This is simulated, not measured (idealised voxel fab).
This section sets out a process module, namely voxel wiring stack.
This is section cut - it's 195 nm across, gridded in 5 nm square cells.
Cross-section, as written here: a square-cell grid given band by band from the top down, where a band holds one or more rows of cells.
The band entry comprises the height of the band's top followed by the height of its bottom, expressed in nm, and subsequently the band's materials from left to right, each stated together with its width in nm. Where a single material is marked with the word "everywhere", that material fills the band from edge to edge. The word "empty" represents empty space.
Height reference: 0 = level under which incoming wafer is all one material. Lowest band: no bottom, runs on downward, e.g. "0 down".
Top row gets the first number, bottom row gets the second, and each row in between changes by the same step: that is how a band width like "30 to 40" works.
"nothing altered" for a step: no cell of the cross-section changed in that step.
Empty spaces without an open route to the top, at least 8 cells in extent, make up the entry "Closed-off voids"; each is given as width x height at distance, where the distance is measured from the left edge, and all are in nm.
Past the settings on a step's line: simulator remark, on that step.
"overlay nm" answers the question of how far to the right of plan the mask lay on a step that has a mask, and when it is negative the answer is to the left.
Set out below are the planned steps of the process:
1) RECEIVE with material Si
2) CONFORMAL_DEP with material SiO2, thk nm 15
3) DIRECTIONAL_DEP with material TiN, thk nm 5
4) DIRECTIONAL_DEP with material Ru, thk nm 25
5) PATTERN with tone cover, mask id METAL_1, material resist, width nm 30, pitch nm 45, thk nm 20, overlay nm 0
6) DIRECTIONAL_ETCH with etch materials Ru, depth nm 25
7) DIRECTIONAL_ETCH with etch materials TiN, depth nm 5
8) STRIP with etch materials resist
9) CONFORMAL_DEP with material SiN, thk nm 5
10) FILL_DEP with material lowk, thk nm 10
11) CMP with height nm 45
12) CONFORMAL_DEP with material SiCN, thk nm 5
13) DIRECTIONAL_DEP with material lowk, thk nm 15
14) PATTERN with tone open, mask id PLUG_1, material resist, width nm 15, pitch nm 90, thk nm 15, overlay nm 0
15) DIRECTIONAL_ETCH with etch materials lowk, depth nm 15
16) DIRECTIONAL_ETCH with etch materials SiCN, depth nm 5
17) STRIP with etch materials resist
18) CONFORMAL_DEP with material TiN, thk nm 5
19) FILL_DEP with material Cu, thk nm 10
20) CMP with height nm 65
21) CONFORMAL_DEP with material SiCN, thk nm 5
22) DIRECTIONAL_DEP with material SiO2, thk nm 15
23) MASKED_ETCH with tone open, mask id METAL_2, width nm 30, pitch nm 45, etch materials SiO2, depth nm 15, overlay nm 0
24) MASKED_ETCH with tone open, mask id METAL_2, width nm 30, pitch nm 45, etch materials SiCN, depth nm 5, overlay nm 0
25) CONFORMAL_DEP with material TiN, thk nm 5
26) FILL_DEP with material W, thk nm 5
27) CMP with height nm 85
28) CONFORMAL_DEP with material SiCN, thk nm 5
29) DIRECTIONAL_DEP with material lowk, thk nm 35
30) PATTERN with tone open, mask id METAL_3, material resist, width nm 30, pitch nm 45, thk nm 15, overlay nm 0
31) DIRECTIONAL_ETCH with etch materials lowk, depth nm 20
32) STRIP with etch materials resist
33) PATTERN with tone open, mask id METAL_3_HOLES, material resist, width nm 15, pitch nm 90, thk nm 20, overlay nm 0
34) DIRECTIONAL_ETCH with etch materials lowk, depth nm 15
35) DIRECTIONAL_ETCH with etch materials SiCN, depth nm 5
36) STRIP with etch materials resist
37) CONFORMAL_DEP with material TiN, thk nm 5
38) FILL_DEP with material Cu, thk nm 10
39) CMP with height nm 125
40) CONFORMAL_DEP with material SiCN, thk nm 5
Below: the first of two wafers, run as planned:
Incoming wafer in cross-section (state: after step 1):
> 0 down = Si everywhere
> Closed-off voids: none
So this is the wafer cross-section right after step 2:
> 15 to 0 = SiO2 everywhere
> Below 0, the layers are the same as they were.
So this is the wafer cross-section right after step 3:
> 20 to 15 = TiN everywhere
> Below 15, the layers are the same as they were.
So this is the wafer cross-section right after step 4:
> 45 to 20 = Ru everywhere
> Below 20, the layers are the same as they were.
So this is the wafer cross-section right after step 5:
> 65 to 45 = 35 nm empty, then 30 nm resist, then 15 nm empty, then 30 nm resist, then 15 nm empty, then 30 nm resist, then 40 nm empty
> Below 45, the layers are the same as they were.
So this is the wafer cross-section right after step 6:
> 65 to 45 = 35 nm empty, then 30 nm resist, then 15 nm empty, then 30 nm resist, then 15 nm empty, then 30 nm resist, then 40 nm empty
> 45 to 20 = 35 nm empty, then 30 nm Ru, then 15 nm empty, then 30 nm Ru, then 15 nm empty, then 30 nm Ru, then 40 nm empty
> Below 20, the layers are the same as they were.
So this is the wafer cross-section right after step 7:
> 65 to 45 = 35 nm empty, then 30 nm resist, then 15 nm empty, then 30 nm resist, then 15 nm empty, then 30 nm resist, then 40 nm empty
> 45 to 20 = 35 nm empty, then 30 nm Ru, then 15 nm empty, then 30 nm Ru, then 15 nm empty, then 30 nm Ru, then 40 nm empty
> 20 to 15 = 35 nm empty, then 30 nm TiN, then 15 nm empty, then 30 nm TiN, then 15 nm empty, then 30 nm TiN, then 40 nm empty
> Below 15, the layers are the same as they were.
So this is the wafer cross-section right after step 8:
> 45 to 20 = 35 nm empty, then 30 nm Ru, then 15 nm empty, then 30 nm Ru, then 15 nm empty, then 30 nm Ru, then 40 nm empty
> Below 20, the layers are the same as they were.
So this is the wafer cross-section right after step 9:
> 50 to 45 = 30 nm empty, then 40 nm SiN, then 5 nm empty, then 40 nm SiN, then 5 nm empty, then 40 nm SiN, then 35 nm empty
> 45 to 20 = 30 nm empty, then 5 nm SiN, then 30 nm Ru, then 5 nm SiN, then 5 nm empty, then 5 nm SiN, then 30 nm Ru, then 5 nm SiN, then 5 nm empty, then 5 nm SiN, then 30 nm Ru, then 5 nm SiN, then 35 nm empty
> 20 to 15 = 35 nm SiN, then 30 nm TiN, then 15 nm SiN, then 30 nm TiN, then 15 nm SiN, then 30 nm TiN, then 40 nm SiN
> Below 15, the layers are the same as they were.
So this is the wafer cross-section right after step 10:
> 60 to 50 = lowk everywhere
> 50 to 45 = 30 nm lowk, then 40 nm SiN, then 5 nm lowk, then 40 nm SiN, then 5 nm lowk, then 40 nm SiN, then 35 nm lowk
> 45 to 20 = 30 nm lowk, then 5 nm SiN, then 30 nm Ru, then 5 nm SiN, then 5 nm lowk, then 5 nm SiN, then 30 nm Ru, then 5 nm SiN, then 5 nm lowk, then 5 nm SiN, then 30 nm Ru, then 5 nm SiN, then 35 nm lowk
> Below 20, the layers are the same as they were.
So this is the wafer cross-section right after step 11:
> 45 to 20 = 30 nm lowk, then 5 nm SiN, then 30 nm Ru, then 5 nm SiN, then 5 nm lowk, then 5 nm SiN, then 30 nm Ru, then 5 nm SiN, then 5 nm lowk, then 5 nm SiN, then 30 nm Ru, then 5 nm SiN, then 35 nm lowk
> Below 20, the layers are the same as they were.
So this is the wafer cross-section right after step 12:
> 50 to 45 = SiCN everywhere
> Below 45, the layers are the same as they were.
So this is the wafer cross-section right after step 13:
> 65 to 50 = lowk everywhere
> Below 50, the layers are the same as they were.
So this is the wafer cross-section right after step 14:
> 80 to 65 = 35 nm resist, then 15 nm empty, then 75 nm resist, then 15 nm empty, then 55 nm resist
> Below 65, the layers are the same as they were.
So this is the wafer cross-section right after step 15:
> 80 to 65 = 35 nm resist, then 15 nm empty, then 75 nm resist, then 15 nm empty, then 55 nm resist
> 65 to 50 = 35 nm lowk, then 15 nm empty, then 75 nm lowk, then 15 nm empty, then 55 nm lowk
> Below 50, the layers are the same as they were.
So this is the wafer cross-section right after step 16:
> 80 to 65 = 35 nm resist, then 15 nm empty, then 75 nm resist, then 15 nm empty, then 55 nm resist
> 65 to 50 = 35 nm lowk, then 15 nm empty, then 75 nm lowk, then 15 nm empty, then 55 nm lowk
> 50 to 45 = 35 nm SiCN, then 15 nm empty, then 75 nm SiCN, then 15 nm empty, then 55 nm SiCN
> Below 45, the layers are the same as they were.
So this is the wafer cross-section right after step 17:
> 65 to 50 = 35 nm lowk, then 15 nm empty, then 75 nm lowk, then 15 nm empty, then 55 nm lowk
> Below 50, the layers are the same as they were.
So this is the wafer cross-section right after step 18:
> 70 to 65 = 40 nm TiN, then 5 nm empty, then 85 nm TiN, then 5 nm empty, then 60 nm TiN
> 65 to 50 = 35 nm lowk, then 5 nm TiN, then 5 nm empty, then 5 nm TiN, then 75 nm lowk, then 5 nm TiN, then 5 nm empty, then 5 nm TiN, then 55 nm lowk
> 50 to 45 = 35 nm SiCN, then 15 nm TiN, then 75 nm SiCN, then 15 nm TiN, then 55 nm SiCN
> Below 45, the layers are the same as they were.
So this is the wafer cross-section right after step 19:
> 80 to 70 = Cu everywhere
> 70 to 65 = 40 nm TiN, then 5 nm Cu, then 85 nm TiN, then 5 nm Cu, then 60 nm TiN
> 65 to 50 = 35 nm lowk, then 5 nm TiN, then 5 nm Cu, then 5 nm TiN, then 75 nm lowk, then 5 nm TiN, then 5 nm Cu, then 5 nm TiN, then 55 nm lowk
> Below 50, the layers are the same as they were.
So this is the wafer cross-section right after step 20:
> 65 to 50 = 35 nm lowk, then 5 nm TiN, then 5 nm Cu, then 5 nm TiN, then 75 nm lowk, then 5 nm TiN, then 5 nm Cu, then 5 nm TiN, then 55 nm lowk
> Below 50, the layers are the same as they were.
So this is the wafer cross-section right after step 21:
> 70 to 65 = SiCN everywhere
> Below 65, the layers are the same as they were.
So this is the wafer cross-section right after step 22:
> 85 to 70 = SiO2 everywhere
> Below 70, the layers are the same as they were.
So this is the wafer cross-section right after step 23:
> 85 to 70 = 35 nm SiO2, then 30 nm empty, then 15 nm SiO2, then 30 nm empty, then 15 nm SiO2, then 30 nm empty, then 40 nm SiO2
> Below 70, the layers are the same as they were.
So this is the wafer cross-section right after step 24:
> 85 to 70 = 35 nm SiO2, then 30 nm empty, then 15 nm SiO2, then 30 nm empty, then 15 nm SiO2, then 30 nm empty, then 40 nm SiO2
> 70 to 65 = 35 nm SiCN, then 30 nm empty, then 15 nm SiCN, then 30 nm empty, then 15 nm SiCN, then 30 nm empty, then 40 nm SiCN
> Below 65, the layers are the same as they were.
So this is the wafer cross-section right after step 25:
> 90 to 85 = 40 nm TiN, then 20 nm empty, then 25 nm TiN, then 20 nm empty, then 25 nm TiN, then 20 nm empty, then 45 nm TiN
> 85 to 70 = 35 nm SiO2, then 5 nm TiN, then 20 nm empty, then 5 nm TiN, then 15 nm SiO2, then 5 nm TiN, then 20 nm empty, then 5 nm TiN, then 15 nm SiO2, then 5 nm TiN, then 20 nm empty, then 5 nm TiN, then 40 nm SiO2
> 70 to 65 = 35 nm SiCN, then 30 nm TiN, then 15 nm SiCN, then 30 nm TiN, then 15 nm SiCN, then 30 nm TiN, then 40 nm SiCN
> Below 65, the layers are the same as they were.
So this is the wafer cross-section right after step 26:
> 95 to 90 = W everywhere
> 90 to 85 = 40 nm TiN, then 20 nm W, then 25 nm TiN, then 20 nm W, then 25 nm TiN, then 20 nm W, then 45 nm TiN
> 85 to 70 = 35 nm SiO2, then 5 nm TiN, then 20 nm W, then 5 nm TiN, then 15 nm SiO2, then 5 nm TiN, then 20 nm W, then 5 nm TiN, then 15 nm SiO2, then 5 nm TiN, then 20 nm W, then 5 nm TiN, then 40 nm SiO2
> Below 70, the layers are the same as they were.
So this is the wafer cross-section right after step 27:
> 85 to 70 = 35 nm SiO2, then 5 nm TiN, then 20 nm W, then 5 nm TiN, then 15 nm SiO2, then 5 nm TiN, then 20 nm W, then 5 nm TiN, then 15 nm SiO2, then 5 nm TiN, then 20 nm W, then 5 nm TiN, then 40 nm SiO2
> Below 70, the layers are the same as they were.
So this is the wafer cross-section right after step 28:
> 90 to 85 = SiCN everywhere
> Below 85, the layers are the same as they were.
So this is the wafer cross-section right after step 29:
> 125 to 90 = lowk everywhere
> Below 90, the layers are the same as they were.
So this is the wafer cross-section right after step 30:
> 140 to 125 = 35 nm resist, then 30 nm empty, then 15 nm resist, then 30 nm empty, then 15 nm resist, then 30 nm empty, then 40 nm resist
> Below 125, the layers are the same as they were.
So this is the wafer cross-section right after step 31:
> 140 to 125 = 35 nm resist, then 30 nm empty, then 15 nm resist, then 30 nm empty, then 15 nm resist, then 30 nm empty, then 40 nm resist
> 125 to 105 = 35 nm lowk, then 30 nm empty, then 15 nm lowk, then 30 nm empty, then 15 nm lowk, then 30 nm empty, then 40 nm lowk
> Below 105, the layers are the same as they were.
So this is the wafer cross-section right after step 32:
> 125 to 105 = 35 nm lowk, then 30 nm empty, then 15 nm lowk, then 30 nm empty, then 15 nm lowk, then 30 nm empty, then 40 nm lowk
> Below 105, the layers are the same as they were.
So this is the wafer cross-section right after step 33:
> 145 to 125 = 35 nm resist, then 15 nm empty, then 75 nm resist, then 15 nm empty, then 55 nm resist
> 125 to 105 = 35 nm lowk, then 15 nm empty, then 15 nm resist, then 15 nm lowk, then 30 nm resist, then 15 nm lowk, then 15 nm empty, then 15 nm resist, then 40 nm lowk
> Below 105, the layers are the same as they were.
So this is the wafer cross-section right after step 34:
> 145 to 125 = 35 nm resist, then 15 nm empty, then 75 nm resist, then 15 nm empty, then 55 nm resist
> 125 to 105 = 35 nm lowk, then 15 nm empty, then 15 nm resist, then 15 nm lowk, then 30 nm resist, then 15 nm lowk, then 15 nm empty, then 15 nm resist, then 40 nm lowk
> 105 to 90 = 35 nm lowk, then 15 nm empty, then 75 nm lowk, then 15 nm empty, then 55 nm lowk
> Below 90, the layers are the same as they were.
So this is the wafer cross-section right after step 35:
> 145 to 125 = 35 nm resist, then 15 nm empty, then 75 nm resist, then 15 nm empty, then 55 nm resist
> 125 to 105 = 35 nm lowk, then 15 nm empty, then 15 nm resist, then 15 nm lowk, then 30 nm resist, then 15 nm lowk, then 15 nm empty, then 15 nm resist, then 40 nm lowk
> 105 to 90 = 35 nm lowk, then 15 nm empty, then 75 nm lowk, then 15 nm empty, then 55 nm lowk
> 90 to 85 = 35 nm SiCN, then 15 nm empty, then 75 nm SiCN, then 15 nm empty, then 55 nm SiCN
> Below 85, the layers are the same as they were.
So this is the wafer cross-section right after step 36:
> 125 to 105 = 35 nm lowk, then 30 nm empty, then 15 nm lowk, then 30 nm empty, then 15 nm lowk, then 30 nm empty, then 40 nm lowk
> Below 105, the layers are the same as they were.
So this is the wafer cross-section right after step 37:
> 130 to 125 = 40 nm TiN, then 20 nm empty, then 25 nm TiN, then 20 nm empty, then 25 nm TiN, then 20 nm empty, then 45 nm TiN
> 125 to 110 = 35 nm lowk, then 5 nm TiN, then 20 nm empty, then 5 nm TiN, then 15 nm lowk, then 5 nm TiN, then 20 nm empty, then 5 nm TiN, then 15 nm lowk, then 5 nm TiN, then 20 nm empty, then 5 nm TiN, then 40 nm lowk
> 110 to 105 = 35 nm lowk, then 5 nm TiN, then 5 nm empty, then 20 nm TiN, then 15 nm lowk, then 30 nm TiN, then 15 nm lowk, then 5 nm TiN, then 5 nm empty, then 20 nm TiN, then 40 nm lowk
> 105 to 90 = 35 nm lowk, then 5 nm TiN, then 5 nm empty, then 5 nm TiN, then 75 nm lowk, then 5 nm TiN, then 5 nm empty, then 5 nm TiN, then 55 nm lowk
> 90 to 85 = 35 nm SiCN, then 15 nm TiN, then 75 nm SiCN, then 15 nm TiN, then 55 nm SiCN
> Below 85, the layers are the same as they were.
So this is the wafer cross-section right after step 38:
> 140 to 130 = Cu everywhere
> 130 to 125 = 40 nm TiN, then 20 nm Cu, then 25 nm TiN, then 20 nm Cu, then 25 nm TiN, then 20 nm Cu, then 45 nm TiN
> 125 to 110 = 35 nm lowk, then 5 nm TiN, then 20 nm Cu, then 5 nm TiN, then 15 nm lowk, then 5 nm TiN, then 20 nm Cu, then 5 nm TiN, then 15 nm lowk, then 5 nm TiN, then 20 nm Cu, then 5 nm TiN, then 40 nm lowk
> 110 to 105 = 35 nm lowk, then 5 nm TiN, then 5 nm Cu, then 20 nm TiN, then 15 nm lowk, then 30 nm TiN, then 15 nm lowk, then 5 nm TiN, then 5 nm Cu, then 20 nm TiN, then 40 nm lowk
> 105 to 90 = 35 nm lowk, then 5 nm TiN, then 5 nm Cu, then 5 nm TiN, then 75 nm lowk, then 5 nm TiN, then 5 nm Cu, then 5 nm TiN, then 55 nm lowk
> Below 90, the layers are the same as they were.
So this is the wafer cross-section right after step 39:
> 125 to 110 = 35 nm lowk, then 5 nm TiN, then 20 nm Cu, then 5 nm TiN, then 15 nm lowk, then 5 nm TiN, then 20 nm Cu, then 5 nm TiN, then 15 nm lowk, then 5 nm TiN, then 20 nm Cu, then 5 nm TiN, then 40 nm lowk
> Below 110, the layers are the same as they were.
So this is the wafer cross-section right after step 40:
> 130 to 125 = SiCN everywhere
> Below 125, the layers are the same as they were.
Second wafer, same starting conditions and recipe as the first, one mistake in executing it, nothing differs from the first up to and including step 32:
Cross-sectional representation of the second wafer at the time designated in the plan for the completion of step 33:
> 145 to 125 = 45 nm resist, then 15 nm empty, then 75 nm resist, then 15 nm empty, then 45 nm resist
> 125 to 105 = 35 nm lowk, then 10 nm resist, then 15 nm empty, then 5 nm resist, then 15 nm lowk, then 30 nm resist, then 15 nm lowk, then 10 nm resist, then 15 nm empty, then 5 nm resist, then 40 nm lowk
> Below 105, the layers are the same as they were.
Cross-sectional representation of the second wafer at the time designated in the plan for the completion of step 34:
> 145 to 125 = 45 nm resist, then 15 nm empty, then 75 nm resist, then 15 nm empty, then 45 nm resist
> 125 to 105 = 35 nm lowk, then 10 nm resist, then 15 nm empty, then 5 nm resist, then 15 nm lowk, then 30 nm resist, then 15 nm lowk, then 10 nm resist, then 15 nm empty, then 5 nm resist, then 40 nm lowk
> 105 to 90 = 45 nm lowk, then 15 nm empty, then 75 nm lowk, then 15 nm empty, then 45 nm lowk
> Below 90, the layers are the same as they were.
Cross-sectional representation of the second wafer at the time designated in the plan for the completion of step 35:
> 145 to 125 = 45 nm resist, then 15 nm empty, then 75 nm resist, then 15 nm empty, then 45 nm resist
> 125 to 105 = 35 nm lowk, then 10 nm resist, then 15 nm empty, then 5 nm resist, then 15 nm lowk, then 30 nm resist, then 15 nm lowk, then 10 nm resist, then 15 nm empty, then 5 nm resist, then 40 nm lowk
> 105 to 90 = 45 nm lowk, then 15 nm empty, then 75 nm lowk, then 15 nm empty, then 45 nm lowk
> 90 to 85 = 45 nm SiCN, then 15 nm empty, then 75 nm SiCN, then 15 nm empty, then 45 nm SiCN
> Below 85, the layers are the same as they were.
Cross-sectional representation of the second wafer at the time designated in the plan for the completion of step 36:
> 125 to 105 = 35 nm lowk, then 30 nm empty, then 15 nm lowk, then 30 nm empty, then 15 nm lowk, then 30 nm empty, then 40 nm lowk
> Below 105, the layers are the same as they were.
Cross-sectional representation of the second wafer at the time designated in the plan for the completion of step 37:
> 130 to 125 = 40 nm TiN, then 20 nm empty, then 25 nm TiN, then 20 nm empty, then 25 nm TiN, then 20 nm empty, then 45 nm TiN
> 125 to 110 = 35 nm lowk, then 5 nm TiN, then 20 nm empty, then 5 nm TiN, then 15 nm lowk, then 5 nm TiN, then 20 nm empty, then 5 nm TiN, then 15 nm lowk, then 5 nm TiN, then 20 nm empty, then 5 nm TiN, then 40 nm lowk
> 110 to 105 = 35 nm lowk, then 15 nm TiN, then 5 nm empty, then 10 nm TiN, then 15 nm lowk, then 30 nm TiN, then 15 nm lowk, then 15 nm TiN, then 5 nm empty, then 10 nm TiN, then 40 nm lowk
> 105 to 90 = 45 nm lowk, then 5 nm TiN, then 5 nm empty, then 5 nm TiN, then 75 nm lowk, then 5 nm TiN, then 5 nm empty, then 5 nm TiN, then 45 nm lowk
> 90 to 85 = 45 nm SiCN, then 15 nm TiN, then 75 nm SiCN, then 15 nm TiN, then 45 nm SiCN
> Below 85, the layers are the same as they were.
Cross-sectional representation of the second wafer at the time designated in the plan for the completion of step 38:
> 140 to 130 = Cu everywhere
> 130 to 125 = 40 nm TiN, then 20 nm Cu, then 25 nm TiN, then 20 nm Cu, then 25 nm TiN, then 20 nm Cu, then 45 nm TiN
> 125 to 110 = 35 nm lowk, then 5 nm TiN, then 20 nm Cu, then 5 nm TiN, then 15 nm lowk, then 5 nm TiN, then 20 nm Cu, then 5 nm TiN, then 15 nm lowk, then 5 nm TiN, then 20 nm Cu, then 5 nm TiN, then 40 nm lowk
> 110 to 105 = 35 nm lowk, then 15 nm TiN, then 5 nm Cu, then 10 nm TiN, then 15 nm lowk, then 30 nm TiN, then 15 nm lowk, then 15 nm TiN, then 5 nm Cu, then 10 nm TiN, then 40 nm lowk
> 105 to 90 = 45 nm lowk, then 5 nm TiN, then 5 nm Cu, then 5 nm TiN, then 75 nm lowk, then 5 nm TiN, then 5 nm Cu, then 5 nm TiN, then 45 nm lowk
> Below 90, the layers are the same as they were.
Cross-sectional representation of the second wafer at the time designated in the plan for the completion of step 39:
> 125 to 110 = 35 nm lowk, then 5 nm TiN, then 20 nm Cu, then 5 nm TiN, then 15 nm lowk, then 5 nm TiN, then 20 nm Cu, then 5 nm TiN, then 15 nm lowk, then 5 nm TiN, then 20 nm Cu, then 5 nm TiN, then 40 nm lowk
> Below 110, the layers are the same as they were.
Cross-sectional representation of the second wafer at the time designated in the plan for the completion of step 40:
> 130 to 125 = SiCN everywhere
> Below 125, the layers are the same as they were.
What broke from the plan during processing? step 33 did not use the planned setting and instead ran as PATTERN with tone open, mask id METAL_3_HOLES, material resist, width nm 15, pitch nm 90, thk nm 20, overlay nm 10
When the process is done, the second wafer contains the same cell count of every material as the first wafer, but distributed over other locations.
